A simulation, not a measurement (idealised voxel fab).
Proc. module: voxel transistor to metal
cross-section cut | 205 nm wide | cells 5 nm
How to read a cross-section here: the picture is a grid of square cells, written as bands going from the top down, and any band can span one or more rows of cells. This entry defines a band. It first specifies the height of the band's top and the height of its bottom in nm, and then specifies the band's materials from left to right, stating each material with its width in nm. The word "everywhere" identifies a single material that fills the band from edge to edge, while the word "air" identifies empty space. We count height from 0. Below that, the starting wafer is all one material. The lowest band never ends at the bottom but goes on down; see "0 nm and below" for how that is written. So if you see something like "30..40" for the width, read it as the top row of the band sitting at the first number and the bottom row at the second, with every row in between moving by the same amount as the last. A step reported as "remains unaltered" is a step in which no cell of the cross-section changed. Enclosed empty spaces: empty space of 8 cells or more with no open way to the top, each as width x height at its distance from the left edge, in nm. Post-settings text on a step line: simulator's own remark regarding the step. Steps that use a mask can have "overlay nm" on their line. It says how far the mask sat to the right of where it was meant to be. Negative means to the left.

PROCESS STEPS - PLAN
| 1 | RECEIVE | material Si |
| 2 | CONFORMAL_DEP | material SiO2 | thk nm 5 |
| 3 | CONFORMAL_DEP | material SiN | thk nm 15 |
| 4 | MASKED_ETCH | tone cover | mask id ACTIVE | width nm 90 | etch materials SiN | depth nm 15 | overlay nm 0 |
| 5 | MASKED_ETCH | tone cover | mask id ACTIVE | width nm 90 | etch materials SiO2 | depth nm 5 | overlay nm 0 |
| 6 | MASKED_ETCH | tone cover | mask id ACTIVE | width nm 90 | etch materials Si | depth nm 35 | overlay nm 0 |
| 7 | OXIDIZE | depth nm 5 |
| 8 | FILL_DEP | material SiO2 | thk nm 5 |
| 9 | CMP | height nm 20 |
| 10 | SELECTIVE_ETCH | etch materials SiO2 | depth nm 5 |
| 11 | STRIP | etch materials SiN |
| 12 | SELECTIVE_ETCH | etch materials SiO2 | depth nm 5 |
| 13 | OXIDIZE | depth nm 5 |
| 14 | DIRECTIONAL_DEP | material polySi | thk nm 20 |
| 15 | DIRECTIONAL_DEP | material SiCN | thk nm 10 |
| 16 | DIRECTIONAL_DEP | material aC | thk nm 10 |
| 17 | PATTERN | tone cover | mask id GATE | material resist | width nm 20 | thk nm 30 | overlay nm 0 |
| 18 | DIRECTIONAL_ETCH | etch materials aC | depth nm 10 |
| 19 | STRIP | etch materials resist |
| 20 | DIRECTIONAL_ETCH | etch materials SiCN | depth nm 20 |
| 21 | DIRECTIONAL_ETCH | etch materials polySi | depth nm 30 |
| 22 | STRIP | etch materials aC |
| 23 | CONFORMAL_DEP | material SiN | thk nm 10 |
| 24 | DIRECTIONAL_ETCH | etch materials SiN | depth nm 10 |
| 25 | DIRECTIONAL_ETCH | etch materials SiO2 | depth nm 5 |
| 26 | DIRECTIONAL_ETCH | etch materials Si | depth nm 5 |
| 27 | EPI | material pSi | thk nm 10 |
| 28 | FILL_DEP | material SiO2 | thk nm 5 |
| 29 | CMP | height nm 30 |
| 30 | DIRECTIONAL_DEP | material SiO2 | thk nm 15 |
| 31 | MASKED_ETCH | tone open | mask id CONTACT | width nm 15 | pitch nm 65 | etch materials SiO2 | depth nm 45 | overlay nm 0 |
| 32 | CONFORMAL_DEP | material TiN | thk nm 5 |
| 33 | FILL_DEP | material W | thk nm 10 |
| 34 | CMP | height nm 45 |
| 35 | CONFORMAL_DEP | material SiCN | thk nm 5 |
| 36 | DIRECTIONAL_DEP | material lowk | thk nm 15 |
| 37 | MASKED_ETCH | tone open | mask id METAL_1 | width nm 15 | pitch nm 65 | etch materials lowk | depth nm 15 | overlay nm 0 |
| 38 | MASKED_ETCH | tone open | mask id METAL_1 | width nm 15 | pitch nm 65 | etch materials SiCN | depth nm 5 | overlay nm 0 |
| 39 | CONFORMAL_DEP | material TiN | thk nm 5 |
| 40 | FILL_DEP | material Ru | thk nm 10 |
| 41 | CMP | height nm 65 |
| 42 | CONFORMAL_DEP | material SiN | thk nm 5 |
The wafers in this document start out alike and differ in the thk nm applied at step 35; the plan shows the value used for the first wafer.

THIS IS HOW THE FIRST OF SEVERAL WAFERS LOOKED IN CROSS-SECTION WHEN IT ARRIVED, WHICH IS AFTER STEP 1
    0 nm and below  Si everywhere
    Enclosed empty spaces: none

THE FIGURE BELOW PRESENTS A CROSS-SECTION OF THE FIRST OF SEVERAL WAFERS AT THE CONCLUSION OF THE MODULE, FOLLOWING ITS LAST STEP, STEP 42
    70 nm to 65 nm  SiN everywhere
    65 nm to 50 nm  lowk: 60, TiN: 5, Ru: 5, TiN: 5, lowk: 50, TiN: 5, Ru: 5, TiN: 5, lowk: 65
    50 nm to 45 nm  SiCN: 60, TiN: 15, SiCN: 50, TiN: 15, SiCN: 65
    45 nm to 30 nm  SiO2: 60, TiN: 5, W: 5, TiN: 5, SiO2: 50, TiN: 5, W: 5, TiN: 5, SiO2: 65
    30 nm to 20 nm  SiO2: 60, TiN: 5, W: 5, TiN: 5, SiO2: 5, SiN: 10, SiCN: 20, SiN: 10, SiO2: 5, TiN: 5, W: 5, TiN: 5, SiO2: 65
    20 nm to 10 nm  SiO2: 60, TiN: 5, W: 5, TiN: 5, SiO2: 5, SiN: 10, polySi: 20, SiN: 10, SiO2: 5, TiN: 5, W: 5, TiN: 5, SiO2: 65
    10 nm to 5 nm  SiO2: 50, SiN: 10, TiN: 15, SiO2: 5, SiN: 10, polySi: 20, SiN: 10, SiO2: 5, TiN: 15, SiN: 10, SiO2: 55
    5 nm to 0 nm  SiO2: 50, SiN: 10, TiN: 10, pSi: 10, SiN: 10, polySi: 20, SiN: 10, pSi: 10, TiN: 10, SiN: 10, SiO2: 55
    0 nm to -5 nm  SiO2: 60, pSi: 20, SiO2: 40, pSi: 20, SiO2: 65
    -5 nm to -10 nm  SiO2: 60, pSi: 20, Si: 40, pSi: 20, SiO2: 65
    -10 nm to -40 nm  SiO2: 60, Si: 80, SiO2: 65
    -40 nm and below  Si everywhere
    Enclosed empty spaces: none

LAST WAFER, END OF MODULE, CROSS-SECTION
    70 nm to 65 nm  SiN everywhere
    65 nm to 60 nm  SiCN: 60, TiN: 15, SiCN: 50, TiN: 15, SiCN: 65
    60 nm to 45 nm  SiCN everywhere
    45 nm to 30 nm  SiO2: 60, TiN: 5, W: 5, TiN: 5, SiO2: 50, TiN: 5, W: 5, TiN: 5, SiO2: 65
    30 nm to 20 nm  SiO2: 60, TiN: 5, W: 5, TiN: 5, SiO2: 5, SiN: 10, SiCN: 20, SiN: 10, SiO2: 5, TiN: 5, W: 5, TiN: 5, SiO2: 65
    20 nm to 10 nm  SiO2: 60, TiN: 5, W: 5, TiN: 5, SiO2: 5, SiN: 10, polySi: 20, SiN: 10, SiO2: 5, TiN: 5, W: 5, TiN: 5, SiO2: 65
    10 nm to 5 nm  SiO2: 50, SiN: 10, TiN: 15, SiO2: 5, SiN: 10, polySi: 20, SiN: 10, SiO2: 5, TiN: 15, SiN: 10, SiO2: 55
    5 nm to 0 nm  SiO2: 50, SiN: 10, TiN: 10, pSi: 10, SiN: 10, polySi: 20, SiN: 10, pSi: 10, TiN: 10, SiN: 10, SiO2: 55
    0 nm to -5 nm  SiO2: 60, pSi: 20, SiO2: 40, pSi: 20, SiO2: 65
    -5 nm to -10 nm  SiO2: 60, pSi: 20, Si: 40, pSi: 20, SiO2: 65
    -10 nm to -40 nm  SiO2: 60, Si: 80, SiO2: 65
    -40 nm and below  Si everywhere
    Enclosed empty spaces: none

THE TABLE BELOW HAS ONE ROW FOR EACH WAFER; A ROW SHOWS, AS OF THE END OF THE MODULE, HOW MANY CELLS OF EACH MATERIAL THE WAFER HAS GAINED, MARKED (+), OR LOST, MARKED (-), SINCE IT WAS RECEIVED, AND THEN THE WAFER'S CLOSED VOIDS
thk nm 5, +6 Ru, -224 Si, +43 SiCN, +73 SiN, +465 SiO2, +56 TiN, +14 W, +105 lowk, +20 pSi, +16 polySi, Enclosed empty spaces: none
thk nm 10, +4 Ru, -224 Si, +84 SiCN, +73 SiN, +465 SiO2, +52 TiN, +14 W, +70 lowk, +20 pSi, +16 polySi, Enclosed empty spaces: none
thk nm 15, +2 Ru, -224 Si, +125 SiCN, +73 SiN, +465 SiO2, +48 TiN, +14 W, +35 lowk, +20 pSi, +16 polySi, Enclosed empty spaces: none
thk nm 20, -224 Si, +166 SiCN, +73 SiN, +465 SiO2, +44 TiN, +14 W, +20 pSi, +16 polySi, Enclosed empty spaces: none
